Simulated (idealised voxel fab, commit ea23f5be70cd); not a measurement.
process module | voxel self aligned contacts
cross-section cut | 300 nm wide | cells 5 nm
A cross-section is a grid of square cells, given in bands from the top down. A band is one or more rows of cells.
Each band's line starts with the height of the band's top and of its bottom, in nm. Then come its materials from left to right, each with its width in nm. One material with "throughout" fills the band from edge to edge. "air" is empty space.
Height 0 is the level under which the wafer as received is all one material. The lowest band goes on downwards, as in "0 down".
A width such as "30 to 40" changes by the same amount from each row of cells to the next, from the band's top row to its bottom row.
"no change" after a step means that no cell of the cross-section changed.
closed voids: empty space of 8 cells or more with no open way to the top, each as width x height at its distance from the left edge, in nm
after a step's settings: what the simulator itself notes on the step
overlay nm, on a step with a mask: how far to the right of its planned place the mask lay; to the left if negative
plan
1 op RECEIVE | material Si
2 op OXIDIZE | depth nm 5
3 op DIRECTIONAL_DEP | material polySi | thk nm 30
4 op DIRECTIONAL_DEP | material SiN | thk nm 20
5 op DIRECTIONAL_DEP | material aC | thk nm 10
6 op PATTERN | tone cover | mask id GATE | material resist | width nm 30 | pitch nm 65 | thk nm 30 | overlay nm 0
7 op DIRECTIONAL_ETCH | etch materials aC | depth nm 10
8 op STRIP | etch materials resist
9 op DIRECTIONAL_ETCH | etch materials SiN | depth nm 20
10 op DIRECTIONAL_ETCH | etch materials polySi | depth nm 30
11 op STRIP | etch materials aC
12 op CONFORMAL_DEP | material SiN | thk nm 5
13 op DIRECTIONAL_ETCH | etch materials SiN | depth nm 5
14 op FILL_DEP | material SiO2 | thk nm 10
15 op CMP | height nm 55
16 op MASKED_ETCH | tone open | mask id CONTACT | width nm 45 | pitch nm 65 | etch materials SiO2 | depth nm 60 | overlay nm 0
17 op CONFORMAL_DEP | material TiN | thk nm 5
18 op FILL_DEP | material Ru | thk nm 10
19 op CMP | height nm 55
20 op CONFORMAL_DEP | material SiN | thk nm 5
first wafer, as planned
as received, after step 1
  0 down: Si throughout
  closed voids: none
after step 2
  0 to -5: SiO2 throughout
  below -5: unchanged
after step 3
  30 to 0: polySi throughout
  below 0: unchanged
after step 4
  50 to 30: SiN throughout
  below 30: unchanged
after step 5
  60 to 50: aC throughout
  below 50: unchanged
after step 6
  90 to 60: air 70 | resist 30 | air 35 | resist 30 | air 35 | resist 30 | air 70
  below 60: unchanged
after step 7
  80 to 60: air 70 | resist 30 | air 35 | resist 30 | air 35 | resist 30 | air 70
  60 to 50: air 70 | aC 30 | air 35 | aC 30 | air 35 | aC 30 | air 70
  below 50: unchanged
after step 8
  60 to 50: air 70 | aC 30 | air 35 | aC 30 | air 35 | aC 30 | air 70
  below 50: unchanged
after step 9
  60 to 50: air 70 | aC 30 | air 35 | aC 30 | air 35 | aC 30 | air 70
  50 to 30: air 70 | SiN 30 | air 35 | SiN 30 | air 35 | SiN 30 | air 70
  below 30: unchanged
after step 10
  60 to 50: air 70 | aC 30 | air 35 | aC 30 | air 35 | aC 30 | air 70
  50 to 30: air 70 | SiN 30 | air 35 | SiN 30 | air 35 | SiN 30 | air 70
  30 to 0: air 70 | polySi 30 | air 35 | polySi 30 | air 35 | polySi 30 | air 70
  below 0: unchanged
after step 11
  50 to 30: air 70 | SiN 30 | air 35 | SiN 30 | air 35 | SiN 30 | air 70
  below 30: unchanged
after step 12
  55 to 30: air 65 | SiN 40 | air 25 | SiN 40 | air 25 | SiN 40 | air 65
  30 to 5: air 65 | SiN 5 | polySi 30 | SiN 5 | air 25 | SiN 5 | polySi 30 | SiN 5 | air 25 | SiN 5 | polySi 30 | SiN 5 | air 65
  5 to 0: SiN 70 | polySi 30 | SiN 35 | polySi 30 | SiN 35 | polySi 30 | SiN 70
  below 0: unchanged
after step 13
  50 to 30: air 65 | SiN 40 | air 25 | SiN 40 | air 25 | SiN 40 | air 65
  30 to 0: air 65 | SiN 5 | polySi 30 | SiN 5 | air 25 | SiN 5 | polySi 30 | SiN 5 | air 25 | SiN 5 | polySi 30 | SiN 5 | air 65
  below 0: unchanged
after step 14
  60 to 50: SiO2 throughout
  50 to 30: SiO2 65 | SiN 40 | SiO2 25 | SiN 40 | SiO2 25 | SiN 40 | SiO2 65
  30 to 0: SiO2 65 | SiN 5 | polySi 30 | SiN 5 | SiO2 25 | SiN 5 | polySi 30 | SiN 5 | SiO2 25 | SiN 5 | polySi 30 | SiN 5 | SiO2 65
  below 0: unchanged
after step 15
  55 to 50: SiO2 throughout
  below 50: unchanged
after step 16
  55 to 50: SiO2 95 | air 45 | SiO2 20 | air 45 | SiO2 95
  50 to 30: SiO2 65 | SiN 40 | air 25 | SiN 40 | air 25 | SiN 40 | SiO2 65
  30 to 0: SiO2 65 | SiN 5 | polySi 30 | SiN 5 | air 25 | SiN 5 | polySi 30 | SiN 5 | air 25 | SiN 5 | polySi 30 | SiN 5 | SiO2 65
  0 to -5: SiO2 105 | air 25 | SiO2 40 | air 25 | SiO2 105
  below -5: unchanged
after step 17
  60 to 55: TiN 100 | air 35 | TiN 30 | air 35 | TiN 100
  55 to 50: SiO2 95 | TiN 15 | air 15 | TiN 15 | SiO2 20 | TiN 15 | air 15 | TiN 15 | SiO2 95
  50 to 30: SiO2 65 | SiN 40 | TiN 5 | air 15 | TiN 5 | SiN 40 | TiN 5 | air 15 | TiN 5 | SiN 40 | SiO2 65
  30 to 0: SiO2 65 | SiN 5 | polySi 30 | SiN 5 | TiN 5 | air 15 | TiN 5 | SiN 5 | polySi 30 | SiN 5 | TiN 5 | air 15 | TiN 5 | SiN 5 | polySi 30 | SiN 5 | SiO2 65
  0 to -5: SiO2 105 | TiN 25 | SiO2 40 | TiN 25 | SiO2 105
  below -5: unchanged
after step 18
  70 to 60: Ru throughout
  60 to 55: TiN 100 | Ru 35 | TiN 30 | Ru 35 | TiN 100
  55 to 50: SiO2 95 | TiN 15 | Ru 15 | TiN 15 | SiO2 20 | TiN 15 | Ru 15 | TiN 15 | SiO2 95
  50 to 30: SiO2 65 | SiN 40 | TiN 5 | Ru 15 | TiN 5 | SiN 40 | TiN 5 | Ru 15 | TiN 5 | SiN 40 | SiO2 65
  30 to 0: SiO2 65 | SiN 5 | polySi 30 | SiN 5 | TiN 5 | Ru 15 | TiN 5 | SiN 5 | polySi 30 | SiN 5 | TiN 5 | Ru 15 | TiN 5 | SiN 5 | polySi 30 | SiN 5 | SiO2 65
  below 0: unchanged
after step 19
  55 to 50: SiO2 95 | TiN 15 | Ru 15 | TiN 15 | SiO2 20 | TiN 15 | Ru 15 | TiN 15 | SiO2 95
  below 50: unchanged
after step 20
  60 to 55: SiN throughout
  below 55: unchanged
second wafer: like start, like plan, one mistake. Through step 15 it matches the first wafer
when step 16 should have ended
  55 to 50: SiO2 100 | air 40 | SiO2 25 | air 40 | SiO2 95
  50 to 30: SiO2 65 | SiN 40 | air 25 | SiN 40 | air 25 | SiN 40 | SiO2 65
  30 to 0: SiO2 65 | SiN 5 | polySi 30 | SiN 5 | air 25 | SiN 5 | polySi 30 | SiN 5 | air 25 | SiN 5 | polySi 30 | SiN 5 | SiO2 65
  0 to -5: SiO2 105 | air 25 | SiO2 40 | air 25 | SiO2 105
  below -5: unchanged
when step 17 should have ended
  60 to 55: TiN 105 | air 30 | TiN 35 | air 30 | TiN 100
  55 to 50: SiO2 100 | TiN 10 | air 15 | TiN 15 | SiO2 25 | TiN 10 | air 15 | TiN 15 | SiO2 95
  50 to 30: SiO2 65 | SiN 40 | TiN 5 | air 15 | TiN 5 | SiN 40 | TiN 5 | air 15 | TiN 5 | SiN 40 | SiO2 65
  30 to 0: SiO2 65 | SiN 5 | polySi 30 | SiN 5 | TiN 5 | air 15 | TiN 5 | SiN 5 | polySi 30 | SiN 5 | TiN 5 | air 15 | TiN 5 | SiN 5 | polySi 30 | SiN 5 | SiO2 65
  0 to -5: SiO2 105 | TiN 25 | SiO2 40 | TiN 25 | SiO2 105
  below -5: unchanged
when step 18 should have ended
  70 to 60: Ru throughout
  60 to 55: TiN 105 | Ru 30 | TiN 35 | Ru 30 | TiN 100
  55 to 50: SiO2 100 | TiN 10 | Ru 15 | TiN 15 | SiO2 25 | TiN 10 | Ru 15 | TiN 15 | SiO2 95
  50 to 30: SiO2 65 | SiN 40 | TiN 5 | Ru 15 | TiN 5 | SiN 40 | TiN 5 | Ru 15 | TiN 5 | SiN 40 | SiO2 65
  30 to 0: SiO2 65 | SiN 5 | polySi 30 | SiN 5 | TiN 5 | Ru 15 | TiN 5 | SiN 5 | polySi 30 | SiN 5 | TiN 5 | Ru 15 | TiN 5 | SiN 5 | polySi 30 | SiN 5 | SiO2 65
  below 0: unchanged
when step 19 should have ended
  55 to 50: SiO2 100 | TiN 10 | Ru 15 | TiN 15 | SiO2 25 | TiN 10 | Ru 15 | TiN 15 | SiO2 95
  below 50: unchanged
when step 20 should have ended
  60 to 55: SiN throughout
  below 55: unchanged
what went wrong: step 16 ran as: op MASKED_ETCH | tone open | mask id CONTACT | width nm 40 | pitch nm 65 | etch materials SiO2 | depth nm 60 | overlay nm 0
at the end the second wafer has, in cells: 2 more of SiO2 | 2 fewer of TiN
